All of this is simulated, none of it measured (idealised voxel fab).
process module | voxel transistor to metal
cross-section cut | 190 nm wide | cells 5 nm
A cross-section is a grid of square cells, given in bands from the top down. A band is one or more rows of cells.
Each band's line starts with the height of the band's top and of its bottom, in nm. Then come its materials from left to right, each with its width in nm. One material with "throughout" fills the band from edge to edge. "air" is empty space.
Height 0 is the level under which the wafer as received is all one material. The lowest band goes on downwards, as in "0 down".
A width such as "30 to 40" changes by the same amount from each row of cells to the next, from the band's top row to its bottom row.
"no change" after a step means that no cell of the cross-section changed.
closed voids: empty space of 8 cells or more with no open way to the top, each as width x height at its distance from the left edge, in nm
after a step's settings: what the simulator itself notes on the step
overlay nm, on a step with a mask: how far to the right of its planned place the mask lay; to the left if negative
plan
1 op RECEIVE | material Si
2 op OXIDIZE | depth nm 5
3 op CONFORMAL_DEP | material SiN | thk nm 15
4 op PATTERN | tone cover | mask id ACTIVE | material resist | width nm 115 | thk nm 15 | overlay nm 0
5 op DIRECTIONAL_ETCH | etch materials SiN | depth nm 15
6 op DIRECTIONAL_ETCH | etch materials SiO2 | depth nm 5
7 op DIRECTIONAL_ETCH | etch materials Si | depth nm 30
8 op STRIP | etch materials resist
9 op FILL_DEP | material SiO2 | thk nm 15
10 op CMP | height nm 15
11 op SELECTIVE_ETCH | etch materials SiO2 | depth nm 15
12 op STRIP | etch materials SiN
13 op SELECTIVE_ETCH | etch materials SiO2 | depth nm 5
14 op OXIDIZE | depth nm 5
15 op DIRECTIONAL_DEP | material polySi | thk nm 25
16 op DIRECTIONAL_DEP | material SiCN | thk nm 10
17 op DIRECTIONAL_DEP | material aC | thk nm 10
18 op PATTERN | tone cover | mask id GATE | material resist | width nm 25 | thk nm 30 | overlay nm 0
19 op DIRECTIONAL_ETCH | etch materials aC | depth nm 10
20 op STRIP | etch materials resist
21 op DIRECTIONAL_ETCH | etch materials SiCN | depth nm 20
22 op DIRECTIONAL_ETCH | etch materials polySi | depth nm 35
23 op STRIP | etch materials aC
24 op CONFORMAL_DEP | material SiO2 | thk nm 5
25 op DIRECTIONAL_ETCH | etch materials SiO2 | depth nm 5
26 op CONFORMAL_DEP | material SiN | thk nm 5
27 op DIRECTIONAL_ETCH | etch materials SiN | depth nm 5
28 op DIRECTIONAL_ETCH | etch materials SiO2 | depth nm 5
29 op DIRECTIONAL_ETCH | etch materials Si | depth nm 10
30 op EPI | material SiGe | thk nm 10
31 op FILL_DEP | material SiO2 | thk nm 5
32 op CMP | height nm 30
33 op DIRECTIONAL_DEP | material SiO2 | thk nm 15
34 op DIRECTIONAL_DEP | material aC | thk nm 15
35 op PATTERN | tone open | mask id CONTACT | material resist | width nm 30 | pitch nm 65 | thk nm 30 | overlay nm 0
36 op DIRECTIONAL_ETCH | etch materials aC | depth nm 15
37 op STRIP | etch materials resist
38 op DIRECTIONAL_ETCH | etch materials SiO2 | depth nm 55
39 op STRIP | etch materials aC
40 op CONFORMAL_DEP | material TiN | thk nm 5
41 op FILL_DEP | material Ru | thk nm 5
42 op CMP | height nm 45
43 op DIRECTIONAL_DEP | material TiN | thk nm 5
44 op DIRECTIONAL_DEP | material Ru | thk nm 25
45 op PATTERN | tone cover | mask id METAL_1 | material resist | width nm 20 | pitch nm 75 | thk nm 15 | overlay nm 0
46 op DIRECTIONAL_ETCH | etch materials Ru | depth nm 25
47 op DIRECTIONAL_ETCH | etch materials TiN | depth nm 5
48 op STRIP | etch materials resist
49 op FILL_DEP | material lowk | thk nm 10
50 op CMP | height nm 75
51 op CONFORMAL_DEP | material SiCN | thk nm 5
52 op DIRECTIONAL_DEP | material SiO2 | thk nm 25
53 op PATTERN | tone open | mask id METAL_2 | material resist | width nm 20 | pitch nm 75 | thk nm 20 | overlay nm 0
54 op DIRECTIONAL_ETCH | etch materials SiO2 | depth nm 15
55 op STRIP | etch materials resist
56 op DIRECTIONAL_DEP | material aC | thk nm 15
57 op PATTERN | tone open | mask id METAL_2_HOLES | material resist | width nm 15 | pitch nm 75 | thk nm 35 | overlay nm 0
58 op DIRECTIONAL_ETCH | etch materials aC | depth nm 15
59 op STRIP | etch materials resist
60 op DIRECTIONAL_ETCH | etch materials SiO2 | depth nm 10
61 op DIRECTIONAL_ETCH | etch materials SiCN | depth nm 5
62 op STRIP | etch materials aC
63 op CONFORMAL_DEP | material TiN | thk nm 5
64 op FILL_DEP | material Cu | thk nm 5
65 op CMP | height nm 105
66 op CONFORMAL_DEP | material SiCN | thk nm 5
as received, after step 1
  0 down: Si throughout
  closed voids: none
first wafer at the end, as planned
  110 to 105: SiCN throughout
  105 to 95: SiO2 45 | TiN 5 | Cu 10 | TiN 5 | SiO2 55 | TiN 5 | Cu 10 | TiN 5 | SiO2 50
  95 to 90: SiO2 45 | TiN 5 | Cu 5 | TiN 10 | SiO2 55 | TiN 5 | Cu 5 | TiN 10 | SiO2 50
  90 to 80: SiO2 45 | TiN 5 | Cu 5 | TiN 5 | SiO2 60 | TiN 5 | Cu 5 | TiN 5 | SiO2 55
  80 to 75: SiCN 45 | TiN 15 | SiCN 60 | TiN 15 | SiCN 55
  75 to 50: lowk 45 | Ru 20 | lowk 55 | Ru 20 | lowk 50
  50 to 45: lowk 45 | TiN 20 | lowk 55 | TiN 20 | lowk 50
  45 to 35: SiO2 45 | TiN 5 | Ru 20 | TiN 5 | SiO2 35 | TiN 5 | Ru 20 | TiN 5 | SiO2 50
  35 to 30: SiO2 45 | TiN 5 | Ru 15 | TiN 10 | SiO2 35 | TiN 10 | Ru 15 | TiN 5 | SiO2 50
  30 to 20: SiO2 45 | TiN 5 | Ru 15 | TiN 5 | SiN 5 | SiO2 5 | SiCN 25 | SiO2 5 | SiN 5 | TiN 5 | Ru 15 | TiN 5 | SiO2 50
  20 to 5: SiO2 45 | TiN 5 | Ru 15 | TiN 5 | SiN 5 | SiO2 5 | polySi 25 | SiO2 5 | SiN 5 | TiN 5 | Ru 15 | TiN 5 | SiO2 50
  5 to 0: SiO2 45 | TiN 5 | Ru 5 | TiN 15 | SiN 5 | SiO2 5 | polySi 25 | SiO2 5 | SiN 5 | TiN 15 | Ru 5 | TiN 5 | SiO2 50
  0 to -5: SiO2 45 | TiN 5 | Ru 5 | TiN 5 | SiGe 10 | SiN 5 | SiO2 5 | polySi 25 | SiO2 5 | SiN 5 | SiGe 10 | TiN 5 | Ru 5 | TiN 5 | SiO2 50
  -5 to -10: SiO2 45 | TiN 15 | SiGe 10 | SiO2 45 | SiGe 10 | TiN 15 | SiO2 50
  -10 to -20: SiO2 35 | SiGe 35 | Si 45 | SiGe 35 | SiO2 40
  -20 to -35: SiO2 35 | Si 115 | SiO2 40
  -35 down: Si throughout
  closed voids: none
second wafer at the end: like start, like plan, one mistake
  110 to 105: SiCN throughout
  105 to 95: SiO2 45 | TiN 5 | Cu 10 | TiN 5 | SiO2 55 | TiN 5 | Cu 10 | TiN 5 | SiO2 50
  95 to 90: SiO2 45 | TiN 5 | Cu 5 | TiN 10 | SiO2 55 | TiN 5 | Cu 5 | TiN 10 | SiO2 50
  90 to 80: SiO2 45 | TiN 5 | Cu 5 | TiN 5 | SiO2 60 | TiN 5 | Cu 5 | TiN 5 | SiO2 55
  80 to 75: SiCN 45 | TiN 15 | SiCN 60 | TiN 15 | SiCN 55
  75 to 50: lowk 45 | Ru 20 | lowk 55 | Ru 20 | lowk 50
  50 to 45: lowk 45 | TiN 20 | lowk 55 | TiN 20 | lowk 50
  45 to 35: SiO2 50 | TiN 5 | Ru 15 | TiN 5 | SiO2 40 | TiN 5 | Ru 15 | TiN 5 | SiO2 50
  35 to 30: SiO2 50 | TiN 5 | Ru 10 | TiN 10 | SiO2 40 | TiN 5 | Ru 15 | TiN 5 | SiO2 50
  30 to 20: SiO2 50 | TiN 5 | Ru 10 | TiN 5 | SiN 5 | SiO2 5 | SiCN 25 | SiO2 5 | SiN 5 | TiN 5 | Ru 15 | TiN 5 | SiO2 50
  20 to 5: SiO2 50 | TiN 5 | Ru 10 | TiN 5 | SiN 5 | SiO2 5 | polySi 25 | SiO2 5 | SiN 5 | TiN 5 | Ru 15 | TiN 5 | SiO2 50
  5 to 0: SiO2 50 | TiN 20 | SiN 5 | SiO2 5 | polySi 25 | SiO2 5 | SiN 5 | TiN 15 | Ru 5 | TiN 5 | SiO2 50
  0 to -5: SiO2 50 | TiN 10 | SiGe 10 | SiN 5 | SiO2 5 | polySi 25 | SiO2 5 | SiN 5 | SiGe 10 | TiN 5 | Ru 5 | TiN 5 | SiO2 50
  -5 to -10: SiO2 50 | TiN 10 | SiGe 10 | SiO2 45 | SiGe 10 | TiN 15 | SiO2 50
  -10 to -20: SiO2 35 | SiGe 35 | Si 45 | SiGe 35 | SiO2 40
  -20 to -35: SiO2 35 | Si 115 | SiO2 40
  -35 down: Si throughout
  closed voids: none
what went wrong: step 35 ran as: op PATTERN | tone open | mask id CONTACT | material resist | width nm 25 | pitch nm 65 | thk nm 30 | overlay nm 0
at the end the second wafer has, in cells: 12 fewer of Ru | 14 more of SiO2 | 2 fewer of TiN
